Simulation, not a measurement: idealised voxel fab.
A process module follows: voxel transistor to metal.
This is section cut - it's 290 nm across, gridded in 5 nm square cells.
Cross-section format: a grid of square cells, given as bands from top to bottom; each band is one or more rows of cells.
Band entry format. Leading values: height of top, height of bottom, nm. Remainder: materials in left-to-right order, each with its width in nm. Special words: "all across" on a single material, which then fills the band edge to edge; "air", empty space.
Convention: height 0 is the level below which the wafer, as received, is all one material. The lowest band does not terminate at the bottom but continues downward, represented as "z 0 and below".
A two-number width, for instance "30 to 40", indicates that the width is equal to the first number in the top row of the band and to the second number in the bottom row, and that it changes by a constant amount per row of cells.
A step reported as "no alteration" is a step in which no cell of the cross-section changed.
In the "Closed cavities" entry, you get each enclosed empty space of 8 cells or more, one with no open way to the top, written width x height at distance, distance from the left edge, in nm.
Past the settings on a step's line: simulator remark, on that step.
Each step line may optionally specify "overlay nm", which for a step with a mask gives the rightward distance between the mask's planned place and where it lay, a negative value indicating the leftward direction.

[Here's what the planned process steps look like]
1 RECEIVE | material Si
2 OXIDIZE | depth nm 5
3 CONFORMAL_DEP | material SiN | thk nm 10
4 PATTERN | tone cover | mask id ACTIVE | material resist | width nm 100 | pitch nm 125 | thk nm 20 | overlay nm 0
5 DIRECTIONAL_ETCH | etch materials SiN | depth nm 10
6 DIRECTIONAL_ETCH | etch materials SiO2 | depth nm 5
7 DIRECTIONAL_ETCH | etch materials Si | depth nm 20
8 STRIP | etch materials resist
9 FILL_DEP | material SiO2 | thk nm 15
10 CMP | height nm 10
11 SELECTIVE_ETCH | etch materials SiO2 | depth nm 10
12 STRIP | etch materials SiN
13 SELECTIVE_ETCH | etch materials SiO2 | depth nm 5
14 OXIDIZE | depth nm 5
15 DIRECTIONAL_DEP | material polySi | thk nm 25
16 DIRECTIONAL_DEP | material SiCN | thk nm 10
17 DIRECTIONAL_DEP | material aC | thk nm 15
18 PATTERN | tone cover | mask id GATE | material resist | width nm 20 | pitch nm 125 | thk nm 35 | overlay nm 0
19 DIRECTIONAL_ETCH | etch materials aC | depth nm 15
20 STRIP | etch materials resist
21 DIRECTIONAL_ETCH | etch materials SiCN | depth nm 20
22 DIRECTIONAL_ETCH | etch materials polySi | depth nm 35
23 STRIP | etch materials aC
24 CONFORMAL_DEP | material SiN | thk nm 10
25 DIRECTIONAL_ETCH | etch materials SiN | depth nm 10
26 DIRECTIONAL_ETCH | etch materials SiO2 | depth nm 5
27 EPI | material SiGe | thk nm 5
28 FILL_DEP | material SiO2 | thk nm 5
29 CMP | height nm 30
30 DIRECTIONAL_DEP | material SiO2 | thk nm 15
31 PATTERN | tone open | mask id CONTACT | material resist | width nm 25 | thk nm 15 | overlay nm 0
32 DIRECTIONAL_ETCH | etch materials SiO2 | depth nm 50
33 STRIP | etch materials resist
34 CONFORMAL_DEP | material TiN | thk nm 5
35 FILL_DEP | material W | thk nm 10
36 CMP | height nm 45
37 DIRECTIONAL_DEP | material TiN | thk nm 5
38 DIRECTIONAL_DEP | material W | thk nm 20
39 DIRECTIONAL_DEP | material aC | thk nm 15
40 PATTERN | tone cover | mask id METAL_1 | material resist | width nm 15 | thk nm 30 | overlay nm 0
41 DIRECTIONAL_ETCH | etch materials aC | depth nm 15
42 STRIP | etch materials resist
43 DIRECTIONAL_ETCH | etch materials W | depth nm 20
44 DIRECTIONAL_ETCH | etch materials TiN | depth nm 5
45 STRIP | etch materials aC
46 CONFORMAL_DEP | material SiN | thk nm 5
47 FILL_DEP | material SiO2 | thk nm 5
48 CMP | height nm 70
49 CONFORMAL_DEP | material SiN | thk nm 5

[The cross-section here shows the wafer as received, i.e. in its state after step 1]
z 0 and below = Si all across
Closed cavities: none

[As-planned run: cross-section of the first of two wafers at end of module]
z 75 to 70 = SiN all across
z 70 to 50 = 35 SiO2, 5 SiN, 15 W, 5 SiN, 40 SiO2, 5 SiN, 15 W, 5 SiN, 35 SiO2, 5 SiN, 15 W, 5 SiN, 40 SiO2, 5 SiN, 15 W, 5 SiN, 40 SiO2
z 50 to 45 = 40 SiN, 15 TiN, 50 SiN, 15 TiN, 45 SiN, 15 TiN, 50 SiN, 15 TiN, 45 SiN
z 45 to 35 = 40 SiO2, 5 TiN, 15 W, 5 TiN, 30 SiO2, 5 TiN, 15 W, 5 TiN, 45 SiO2, 5 TiN, 15 W, 5 TiN, 30 SiO2, 5 TiN, 15 W, 5 TiN, 45 SiO2
z 35 to 30 = 40 SiO2, 5 TiN, 10 W, 10 TiN, 30 SiO2, 10 TiN, 10 W, 5 TiN, 45 SiO2, 5 TiN, 10 W, 10 TiN, 30 SiO2, 10 TiN, 10 W, 5 TiN, 45 SiO2
z 30 to 20 = 40 SiO2, 5 TiN, 10 W, 5 TiN, 10 SiN, 20 SiCN, 10 SiN, 5 TiN, 10 W, 5 TiN, 45 SiO2, 5 TiN, 10 W, 5 TiN, 10 SiN, 20 SiCN, 10 SiN, 5 TiN, 10 W, 5 TiN, 45 SiO2
z 20 to 0 = 40 SiO2, 5 TiN, 10 W, 5 TiN, 10 SiN, 20 polySi, 10 SiN, 5 TiN, 10 W, 5 TiN, 45 SiO2, 5 TiN, 10 W, 5 TiN, 10 SiN, 20 polySi, 10 SiN, 5 TiN, 10 W, 5 TiN, 45 SiO2
z 0 to -5 = 40 SiO2, 20 TiN, 10 SiN, 20 polySi, 10 SiN, 20 TiN, 45 SiO2, 20 TiN, 10 SiN, 20 polySi, 10 SiN, 20 TiN, 45 SiO2
z -5 to -10 = 25 SiO2, 35 SiGe, 40 SiO2, 35 SiGe, 15 SiO2, 35 SiGe, 40 SiO2, 35 SiGe, 30 SiO2
z -10 to -25 = 30 SiO2, 100 Si, 25 SiO2, 100 Si, 35 SiO2
z -25 and below = Si all across
Closed cavities: none

[Presented here is a cross-section of the second of the two wafers as it stood at the end of the module. It was started in the same manner and assigned the same plan as the first wafer; however, one mistake was made in its execution]
z 75 to 70 = SiN all across
z 70 to 50 = 25 SiO2, 5 SiN, 15 W, 5 SiN, 40 SiO2, 5 SiN, 15 W, 5 SiN, 35 SiO2, 5 SiN, 15 W, 5 SiN, 40 SiO2, 5 SiN, 15 W, 5 SiN, 50 SiO2
z 50 to 45 = 30 SiN, 15 TiN, 50 SiN, 15 TiN, 45 SiN, 15 TiN, 50 SiN, 15 TiN, 55 SiN
z 45 to 35 = 40 SiO2, 5 TiN, 15 W, 5 TiN, 30 SiO2, 5 TiN, 15 W, 5 TiN, 45 SiO2, 5 TiN, 15 W, 5 TiN, 30 SiO2, 5 TiN, 15 W, 5 TiN, 45 SiO2
z 35 to 30 = 40 SiO2, 5 TiN, 10 W, 10 TiN, 30 SiO2, 10 TiN, 10 W, 5 TiN, 45 SiO2, 5 TiN, 10 W, 10 TiN, 30 SiO2, 10 TiN, 10 W, 5 TiN, 45 SiO2
z 30 to 20 = 40 SiO2, 5 TiN, 10 W, 5 TiN, 10 SiN, 20 SiCN, 10 SiN, 5 TiN, 10 W, 5 TiN, 45 SiO2, 5 TiN, 10 W, 5 TiN, 10 SiN, 20 SiCN, 10 SiN, 5 TiN, 10 W, 5 TiN, 45 SiO2
z 20 to 0 = 40 SiO2, 5 TiN, 10 W, 5 TiN, 10 SiN, 20 polySi, 10 SiN, 5 TiN, 10 W, 5 TiN, 45 SiO2, 5 TiN, 10 W, 5 TiN, 10 SiN, 20 polySi, 10 SiN, 5 TiN, 10 W, 5 TiN, 45 SiO2
z 0 to -5 = 40 SiO2, 20 TiN, 10 SiN, 20 polySi, 10 SiN, 20 TiN, 45 SiO2, 20 TiN, 10 SiN, 20 polySi, 10 SiN, 20 TiN, 45 SiO2
z -5 to -10 = 25 SiO2, 35 SiGe, 40 SiO2, 35 SiGe, 15 SiO2, 35 SiGe, 40 SiO2, 35 SiGe, 30 SiO2
z -10 to -25 = 30 SiO2, 100 Si, 25 SiO2, 100 Si, 35 SiO2
z -25 and below = Si all across
Closed cavities: none
What was done differently from what was planned? it should be noted that step 40 was executed with settings other than those planned, the operation and settings actually applied being PATTERN | tone cover | mask id METAL_1 | material resist | width nm 15 | thk nm 30 | overlay nm -10
Heads up: at the end the two wafers have identical cell counts per material, they're just laid out differently.
